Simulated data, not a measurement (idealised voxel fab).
This is a process module. Its name is voxel trench capacitor.
Cross-sectional view cut (width: 270 nm; square cell size: 5 nm).
Notation: cross-section as square-cell grid; stated in bands, top first, going down; one or more cell rows per band. Band: top and bottom heights (nm) first, top before bottom; then materials from left to right, widths in nm. "full width" marks a sole material filling the band edge to edge. "blank" denotes empty space. For the purposes of this specification, 0 denotes the height below which the wafer in its as-received condition is composed wholly of one material, and the lowermost band, lacking a lower limit, extends downward without end, as expressed in "0..down". With a width like "30..40", each row of cells in the band differs from the next by the same amount, the top row carrying the first number and the bottom row the second. Step marked "no change"? Then no cell in the cross-section changed in it. The entry titled "Enclosed void listing" provides the empty spaces that have no open way to the top, restricted to those of 8 cells or more. Each is presented as width x height at distance, the distance being measured from the left edge, with all three in nm. after a step's settings: what the simulator itself notes on the step. The optional step-line setting "overlay nm" applies to steps with a mask and quantifies how far to the right of its planned location the mask lay, a negative value indicating leftward placement.

# The following list gives the planned process steps
1,RECEIVE [material Si]
2,CONFORMAL_DEP [material SiN] [thk nm 5]
3,MASKED_ETCH [tone open] [mask id TRENCH] [width nm 15] [pitch nm 40] [etch materials SiN] [depth nm 5] [overlay nm 0]
4,MASKED_ETCH [tone open] [mask id TRENCH] [width nm 15] [pitch nm 40] [etch materials Si] [depth nm 30] [overlay nm 0]
5,CONFORMAL_DEP [material Al2O3] [thk nm 5]
6,FILL_DEP [material polySi] [thk nm 10]
7,CMP [height nm 5]

# First out of two wafers; run went to plan

# Cross-section of the wafer upon arrival, representing the state reached after step 1
  0..down  Si full width
  Enclosed void listing: none

# Cross-section through the wafer, step 2 finished
  5..0  SiN full width
  Below a height of 0, the structure has not been altered.

# Cross-section through the wafer, step 3 finished
  5..0  85 nm SiN  15 nm blank  25 nm SiN  15 nm blank  25 nm SiN  15 nm blank  90 nm SiN
  Below a height of 0, the structure has not been altered.

# Cross-section through the wafer, step 4 finished
  5..0  85 nm SiN  15 nm blank  25 nm SiN  15 nm blank  25 nm SiN  15 nm blank  90 nm SiN
  0..-30  85 nm Si  15 nm blank  25 nm Si  15 nm blank  25 nm Si  15 nm blank  90 nm Si
  Below a height of -30, the structure has not been altered.

# Cross-section through the wafer, step 5 finished
  10..5  90 nm Al2O3  5 nm blank  35 nm Al2O3  5 nm blank  35 nm Al2O3  5 nm blank  95 nm Al2O3
  5..0  85 nm SiN  5 nm Al2O3  5 nm blank  5 nm Al2O3  25 nm SiN  5 nm Al2O3  5 nm blank  5 nm Al2O3  25 nm SiN  5 nm Al2O3  5 nm blank  5 nm Al2O3  90 nm SiN
  0..-25  85 nm Si  5 nm Al2O3  5 nm blank  5 nm Al2O3  25 nm Si  5 nm Al2O3  5 nm blank  5 nm Al2O3  25 nm Si  5 nm Al2O3  5 nm blank  5 nm Al2O3  90 nm Si
  -25..-30  85 nm Si  15 nm Al2O3  25 nm Si  15 nm Al2O3  25 nm Si  15 nm Al2O3  90 nm Si
  Below a height of -30, the structure has not been altered.

# Cross-section through the wafer, step 6 finished
  20..10  polySi full width
  10..5  90 nm Al2O3  5 nm polySi  35 nm Al2O3  5 nm polySi  35 nm Al2O3  5 nm polySi  95 nm Al2O3
  5..0  85 nm SiN  5 nm Al2O3  5 nm polySi  5 nm Al2O3  25 nm SiN  5 nm Al2O3  5 nm polySi  5 nm Al2O3  25 nm SiN  5 nm Al2O3  5 nm polySi  5 nm Al2O3  90 nm SiN
  0..-25  85 nm Si  5 nm Al2O3  5 nm polySi  5 nm Al2O3  25 nm Si  5 nm Al2O3  5 nm polySi  5 nm Al2O3  25 nm Si  5 nm Al2O3  5 nm polySi  5 nm Al2O3  90 nm Si
  Below a height of -25, the structure has not been altered.

# Cross-section through the wafer, step 7 finished
  5..0  85 nm SiN  5 nm Al2O3  5 nm polySi  5 nm Al2O3  25 nm SiN  5 nm Al2O3  5 nm polySi  5 nm Al2O3  25 nm SiN  5 nm Al2O3  5 nm polySi  5 nm Al2O3  90 nm SiN
  Below a height of 0, the structure has not been altered.

# Here the second wafer is described. Its start and its plan were those of the first wafer. Its run contained one mistake. Up to and including step 6, it did exactly what the first wafer did

# At the planned end of step 7, the second wafer in cross-section
  -5..-25  85 nm Si  5 nm Al2O3  5 nm polySi  5 nm Al2O3  25 nm Si  5 nm Al2O3  5 nm polySi  5 nm Al2O3  25 nm Si  5 nm Al2O3  5 nm polySi  5 nm Al2O3  90 nm Si
  Below a height of -25, the structure has not been altered.
Processing error: step 7 deviated from plan and actually ran as CMP [height nm -5]
The final cell counts differ between the wafers, with the second having more or fewer of some materials than the first: Al2O3 -12 | Si -45 | SiN -45 | polySi -6
